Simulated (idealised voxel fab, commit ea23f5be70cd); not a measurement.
You're looking at the process module voxel self aligned contacts.
The figure presents cross-section cut, which has a width of 225 nm and is divided into square cells with an edge length of 5 nm.
This document writes a cross-section as a grid whose cells are square, and gives it as bands, listed from the top down; one or more rows of cells form a band. Per band: top height and bottom height in nm, followed by the left-to-right materials and their widths in nm; "full width" marks a single material spanning edge to edge, "empty" marks empty space. Height datum 0, below which the as-received substrate wafer is one material. Lowest band open at the bottom, running downward: "0..down". Read "30->40" as a graded width: first number on top, second number at the bottom, same change between each pair of neighbouring rows. For the purposes of this document, the phrase "nothing was modified" attached to a step denotes that no cell within the cross-section was modified by that step. "Closed cavities": empty spaces of 8 cells or more with no open way to the top, each given as width x height at distance, distance from the left edge, all in nm. What comes after the settings on a step's line is commentary from the simulator itself on that step. If you see "overlay nm" on a step's line and that step has a mask, it's telling you how far right of where it was planned the mask ended up; a negative number means it went left instead.

**List of planned process steps**
1 RECEIVE with material Si
2 OXIDIZE with depth nm 5
3 DIRECTIONAL_DEP with material polySi, thk nm 30
4 DIRECTIONAL_DEP with material SiN, thk nm 20
5 PATTERN with tone cover, mask id GATE, material resist, width nm 35, pitch nm 65, thk nm 15, overlay nm 0
6 DIRECTIONAL_ETCH with etch materials SiN, depth nm 20
7 DIRECTIONAL_ETCH with etch materials polySi, depth nm 30
8 STRIP with etch materials resist
9 CONFORMAL_DEP with material SiN, thk nm 5
10 DIRECTIONAL_ETCH with etch materials SiN, depth nm 5
11 FILL_DEP with material SiO2, thk nm 15
12 CMP with height nm 60
13 DIRECTIONAL_DEP with material aC, thk nm 15
14 PATTERN with tone open, mask id CONTACT, material resist, width nm 50, pitch nm 65, thk nm 30, overlay nm 0
15 DIRECTIONAL_ETCH with etch materials aC, depth nm 15
16 STRIP with etch materials resist
17 DIRECTIONAL_ETCH with etch materials SiO2, depth nm 65
18 STRIP with etch materials aC
19 CONFORMAL_DEP with material TiN, thk nm 5
20 FILL_DEP with material W, thk nm 10
21 CMP with height nm 60
22 CONFORMAL_DEP with material SiN, thk nm 5

**What follows covers the first of two wafers; it ran as planned**

**Delivered wafer in cross-section: state after step 1**
    0..down  Si full width
    Closed cavities: none

**Once step 2 is through, the wafer looks like this in cross-section**
    0..-5  SiO2 full width
    Everything below -5 is unchanged.

**Once step 3 is through, the wafer looks like this in cross-section**
    30..0  polySi full width
    Everything below 0 is unchanged.

**Once step 4 is through, the wafer looks like this in cross-section**
    50..30  SiN full width
    Everything below 30 is unchanged.

**Once step 5 is through, the wafer looks like this in cross-section**
    65..50  30 of empty | 35 of resist | 30 of empty | 35 of resist | 30 of empty | 35 of resist | 30 of empty
    Everything below 50 is unchanged.

**Once step 6 is through, the wafer looks like this in cross-section**
    65..50  30 of empty | 35 of resist | 30 of empty | 35 of resist | 30 of empty | 35 of resist | 30 of empty
    50..30  30 of empty | 35 of SiN | 30 of empty | 35 of SiN | 30 of empty | 35 of SiN | 30 of empty
    Everything below 30 is unchanged.

**Once step 7 is through, the wafer looks like this in cross-section**
    65..50  30 of empty | 35 of resist | 30 of empty | 35 of resist | 30 of empty | 35 of resist | 30 of empty
    50..30  30 of empty | 35 of SiN | 30 of empty | 35 of SiN | 30 of empty | 35 of SiN | 30 of empty
    30..0  30 of empty | 35 of polySi | 30 of empty | 35 of polySi | 30 of empty | 35 of polySi | 30 of empty
    Everything below 0 is unchanged.

**Once step 8 is through, the wafer looks like this in cross-section**
    50..30  30 of empty | 35 of SiN | 30 of empty | 35 of SiN | 30 of empty | 35 of SiN | 30 of empty
    Everything below 30 is unchanged.

**Once step 9 is through, the wafer looks like this in cross-section**
    55..30  25 of empty | 45 of SiN | 20 of empty | 45 of SiN | 20 of empty | 45 of SiN | 25 of empty
    30..5  25 of empty | 5 of SiN | 35 of polySi | 5 of SiN | 20 of empty | 5 of SiN | 35 of polySi | 5 of SiN | 20 of empty | 5 of SiN | 35 of polySi | 5 of SiN | 25 of empty
    5..0  30 of SiN | 35 of polySi | 30 of SiN | 35 of polySi | 30 of SiN | 35 of polySi | 30 of SiN
    Everything below 0 is unchanged.

**Once step 10 is through, the wafer looks like this in cross-section**
    50..30  25 of empty | 45 of SiN | 20 of empty | 45 of SiN | 20 of empty | 45 of SiN | 25 of empty
    30..0  25 of empty | 5 of SiN | 35 of polySi | 5 of SiN | 20 of empty | 5 of SiN | 35 of polySi | 5 of SiN | 20 of empty | 5 of SiN | 35 of polySi | 5 of SiN | 25 of empty
    Everything below 0 is unchanged.

**Once step 11 is through, the wafer looks like this in cross-section**
    65..50  SiO2 full width
    50..30  25 of SiO2 | 45 of SiN | 20 of SiO2 | 45 of SiN | 20 of SiO2 | 45 of SiN | 25 of SiO2
    30..0  25 of SiO2 | 5 of SiN | 35 of polySi | 5 of SiN | 20 of SiO2 | 5 of SiN | 35 of polySi | 5 of SiN | 20 of SiO2 | 5 of SiN | 35 of polySi | 5 of SiN | 25 of SiO2
    Everything below 0 is unchanged.

**Once step 12 is through, the wafer looks like this in cross-section**
    60..50  SiO2 full width
    Everything below 50 is unchanged.

**Once step 13 is through, the wafer looks like this in cross-section**
    75..60  aC full width
    Everything below 60 is unchanged.

**Once step 14 is through, the wafer looks like this in cross-section**
    105..75  55 of resist | 50 of empty | 15 of resist | 50 of empty | 55 of resist
    Everything below 75 is unchanged.

**Once step 15 is through, the wafer looks like this in cross-section**
    90..75  55 of resist | 50 of empty | 15 of resist | 50 of empty | 55 of resist
    75..60  55 of aC | 50 of empty | 15 of aC | 50 of empty | 55 of aC
    Everything below 60 is unchanged.

**Once step 16 is through, the wafer looks like this in cross-section**
    75..60  55 of aC | 50 of empty | 15 of aC | 50 of empty | 55 of aC
    Everything below 60 is unchanged.

**Once step 17 is through, the wafer looks like this in cross-section**
    75..60  55 of aC | 50 of empty | 15 of aC | 50 of empty | 55 of aC
    60..50  55 of SiO2 | 50 of empty | 15 of SiO2 | 50 of empty | 55 of SiO2
    50..30  25 of SiO2 | 45 of SiN | 20 of empty | 45 of SiN | 20 of empty | 45 of SiN | 25 of SiO2
    30..0  25 of SiO2 | 5 of SiN | 35 of polySi | 5 of SiN | 20 of empty | 5 of SiN | 35 of polySi | 5 of SiN | 20 of empty | 5 of SiN | 35 of polySi | 5 of SiN | 25 of SiO2
    0..-5  70 of SiO2 | 20 of empty | 45 of SiO2 | 20 of empty | 70 of SiO2
    Everything below -5 is unchanged.

**Once step 18 is through, the wafer looks like this in cross-section**
    60..50  55 of SiO2 | 50 of empty | 15 of SiO2 | 50 of empty | 55 of SiO2
    Everything below 50 is unchanged.

**Once step 19 is through, the wafer looks like this in cross-section**
    65..60  60 of TiN | 40 of empty | 25 of TiN | 40 of empty | 60 of TiN
    60..50  55 of SiO2 | 5->20 of TiN | 40->10 of empty | 5->20 of TiN | 15 of SiO2 | 5->20 of TiN | 40->10 of empty | 5->20 of TiN | 55 of SiO2
    50..30  25 of SiO2 | 45 of SiN | 5 of TiN | 10 of empty | 5 of TiN | 45 of SiN | 5 of TiN | 10 of empty | 5 of TiN | 45 of SiN | 25 of SiO2
    30..0  25 of SiO2 | 5 of SiN | 35 of polySi | 5 of SiN | 5 of TiN | 10 of empty | 5 of TiN | 5 of SiN | 35 of polySi | 5 of SiN | 5 of TiN | 10 of empty | 5 of TiN | 5 of SiN | 35 of polySi | 5 of SiN | 25 of SiO2
    0..-5  70 of SiO2 | 20 of TiN | 45 of SiO2 | 20 of TiN | 70 of SiO2
    Everything below -5 is unchanged.

**Once step 20 is through, the wafer looks like this in cross-section**
    75..65  W full width
    65..60  60 of TiN | 40 of W | 25 of TiN | 40 of W | 60 of TiN
    60..50  55 of SiO2 | 5->20 of TiN | 40->10 of W | 5->20 of TiN | 15 of SiO2 | 5->20 of TiN | 40->10 of W | 5->20 of TiN | 55 of SiO2
    50..30  25 of SiO2 | 45 of SiN | 5 of TiN | 10 of W | 5 of TiN | 45 of SiN | 5 of TiN | 10 of W | 5 of TiN | 45 of SiN | 25 of SiO2
    30..0  25 of SiO2 | 5 of SiN | 35 of polySi | 5 of SiN | 5 of TiN | 10 of W | 5 of TiN | 5 of SiN | 35 of polySi | 5 of SiN | 5 of TiN | 10 of W | 5 of TiN | 5 of SiN | 35 of polySi | 5 of SiN | 25 of SiO2
    Everything below 0 is unchanged.

**Once step 21 is through, the wafer looks like this in cross-section**
    60..50  55 of SiO2 | 5->20 of TiN | 40->10 of W | 5->20 of TiN | 15 of SiO2 | 5->20 of TiN | 40->10 of W | 5->20 of TiN | 55 of SiO2
    Everything below 50 is unchanged.

**Once step 22 is through, the wafer looks like this in cross-section**
    65..60  SiN full width
    Everything below 60 is unchanged.

**For the second wafer, take the first wafer's start and plan, then add one mistake made in running it; everything through step 4, that step included, is shared with the first**

**The second wafer cut through, at the time step 5 was supposed to be finished**
    65..50  35 of empty | 25 of resist | 40 of empty | 25 of resist | 40 of empty | 25 of resist | 35 of empty
    Everything below 50 is unchanged.

**The second wafer cut through, at the time step 6 was supposed to be finished**
    65..50  35 of empty | 25 of resist | 40 of empty | 25 of resist | 40 of empty | 25 of resist | 35 of empty
    50..30  35 of empty | 25 of SiN | 40 of empty | 25 of SiN | 40 of empty | 25 of SiN | 35 of empty
    Everything below 30 is unchanged.

**The second wafer cut through, at the time step 7 was supposed to be finished**
    65..50  35 of empty | 25 of resist | 40 of empty | 25 of resist | 40 of empty | 25 of resist | 35 of empty
    50..30  35 of empty | 25 of SiN | 40 of empty | 25 of SiN | 40 of empty | 25 of SiN | 35 of empty
    30..0  35 of empty | 25 of polySi | 40 of empty | 25 of polySi | 40 of empty | 25 of polySi | 35 of empty
    Everything below 0 is unchanged.

**The second wafer cut through, at the time step 8 was supposed to be finished**
    50..30  35 of empty | 25 of SiN | 40 of empty | 25 of SiN | 40 of empty | 25 of SiN | 35 of empty
    Everything below 30 is unchanged.

**The second wafer cut through, at the time step 9 was supposed to be finished**
    55..30  30 of empty | 35 of SiN | 30 of empty | 35 of SiN | 30 of empty | 35 of SiN | 30 of empty
    30..5  30 of empty | 5 of SiN | 25 of polySi | 5 of SiN | 30 of empty | 5 of SiN | 25 of polySi | 5 of SiN | 30 of empty | 5 of SiN | 25 of polySi | 5 of SiN | 30 of empty
    5..0  35 of SiN | 25 of polySi | 40 of SiN | 25 of polySi | 40 of SiN | 25 of polySi | 35 of SiN
    Everything below 0 is unchanged.

**The second wafer cut through, at the time step 10 was supposed to be finished**
    50..30  30 of empty | 35 of SiN | 30 of empty | 35 of SiN | 30 of empty | 35 of SiN | 30 of empty
    30..0  30 of empty | 5 of SiN | 25 of polySi | 5 of SiN | 30 of empty | 5 of SiN | 25 of polySi | 5 of SiN | 30 of empty | 5 of SiN | 25 of polySi | 5 of SiN | 30 of empty
    Everything below 0 is unchanged.

**The second wafer cut through, at the time step 11 was supposed to be finished**
    65..50  SiO2 full width
    50..30  30 of SiO2 | 35 of SiN | 30 of SiO2 | 35 of SiN | 30 of SiO2 | 35 of SiN | 30 of SiO2
    30..0  30 of SiO2 | 5 of SiN | 25 of polySi | 5 of SiN | 30 of SiO2 | 5 of SiN | 25 of polySi | 5 of SiN | 30 of SiO2 | 5 of SiN | 25 of polySi | 5 of SiN | 30 of SiO2
    Everything below 0 is unchanged.

**The second wafer cut through, at the time step 12 was supposed to be finished**
    60..50  SiO2 full width
    Everything below 50 is unchanged.

**The second wafer cut through, at the time step 13 was supposed to be finished**
    75..60  aC full width
    Everything below 60 is unchanged.

**The second wafer cut through, at the time step 14 was supposed to be finished**
    105..75  55 of resist | 50 of empty | 15 of resist | 50 of empty | 55 of resist
    Everything below 75 is unchanged.

**The second wafer cut through, at the time step 15 was supposed to be finished**
    90..75  55 of resist | 50 of empty | 15 of resist | 50 of empty | 55 of resist
    75..60  55 of aC | 50 of empty | 15 of aC | 50 of empty | 55 of aC
    Everything below 60 is unchanged.

**The second wafer cut through, at the time step 16 was supposed to be finished**
    75..60  55 of aC | 50 of empty | 15 of aC | 50 of empty | 55 of aC
    Everything below 60 is unchanged.

**The second wafer cut through, at the time step 17 was supposed to be finished**
    75..60  55 of aC | 50 of empty | 15 of aC | 50 of empty | 55 of aC
    60..50  55 of SiO2 | 50 of empty | 15 of SiO2 | 50 of empty | 55 of SiO2
    50..30  30 of SiO2 | 35 of SiN | 30 of empty | 35 of SiN | 30 of empty | 35 of SiN | 30 of SiO2
    30..0  30 of SiO2 | 5 of SiN | 25 of polySi | 5 of SiN | 30 of empty | 5 of SiN | 25 of polySi | 5 of SiN | 30 of empty | 5 of SiN | 25 of polySi | 5 of SiN | 30 of SiO2
    0..-5  65 of SiO2 | 30 of empty | 35 of SiO2 | 30 of empty | 65 of SiO2
    Everything below -5 is unchanged.

**The second wafer cut through, at the time step 18 was supposed to be finished**
    60..50  55 of SiO2 | 50 of empty | 15 of SiO2 | 50 of empty | 55 of SiO2
    Everything below 50 is unchanged.

**The second wafer cut through, at the time step 19 was supposed to be finished**
    65..60  60 of TiN | 40 of empty | 25 of TiN | 40 of empty | 60 of TiN
    60..50  55 of SiO2 | 5->15 of TiN | 40->20 of empty | 5->15 of TiN | 15 of SiO2 | 5->15 of TiN | 40->20 of empty | 5->15 of TiN | 55 of SiO2
    50..30  30 of SiO2 | 35 of SiN | 5 of TiN | 20 of empty | 5 of TiN | 35 of SiN | 5 of TiN | 20 of empty | 5 of TiN | 35 of SiN | 30 of SiO2
    30..0  30 of SiO2 | 5 of SiN | 25 of polySi | 5 of SiN | 5 of TiN | 20 of empty | 5 of TiN | 5 of SiN | 25 of polySi | 5 of SiN | 5 of TiN | 20 of empty | 5 of TiN | 5 of SiN | 25 of polySi | 5 of SiN | 30 of SiO2
    0..-5  65 of SiO2 | 30 of TiN | 35 of SiO2 | 30 of TiN | 65 of SiO2
    Everything below -5 is unchanged.

**The second wafer cut through, at the time step 20 was supposed to be finished**
    75..65  W full width
    65..60  60 of TiN | 40 of W | 25 of TiN | 40 of W | 60 of TiN
    60..50  55 of SiO2 | 5->15 of TiN | 40->20 of W | 5->15 of TiN | 15 of SiO2 | 5->15 of TiN | 40->20 of W | 5->15 of TiN | 55 of SiO2
    50..30  30 of SiO2 | 35 of SiN | 5 of TiN | 20 of W | 5 of TiN | 35 of SiN | 5 of TiN | 20 of W | 5 of TiN | 35 of SiN | 30 of SiO2
    30..0  30 of SiO2 | 5 of SiN | 25 of polySi | 5 of SiN | 5 of TiN | 20 of W | 5 of TiN | 5 of SiN | 25 of polySi | 5 of SiN | 5 of TiN | 20 of W | 5 of TiN | 5 of SiN | 25 of polySi | 5 of SiN | 30 of SiO2
    Everything below 0 is unchanged.

**The second wafer cut through, at the time step 21 was supposed to be finished**
    60..50  55 of SiO2 | 5->15 of TiN | 40->20 of W | 5->15 of TiN | 15 of SiO2 | 5->15 of TiN | 40->20 of W | 5->15 of TiN | 55 of SiO2
    Everything below 50 is unchanged.

**The second wafer cut through, at the time step 22 was supposed to be finished**
    65..60  SiN full width
    Everything below 60 is unchanged.
Processing error: step 5 ran with different settings than intended, the actual operation and settings being PATTERN with tone cover, mask id GATE, material resist, width nm 25, pitch nm 65, thk nm 15, overlay nm 0
Final wafer comparison in cells, second versus first, more or fewer per material: SiN: 24 fewer; SiO2: 16 more; W: 44 more; polySi: 36 fewer
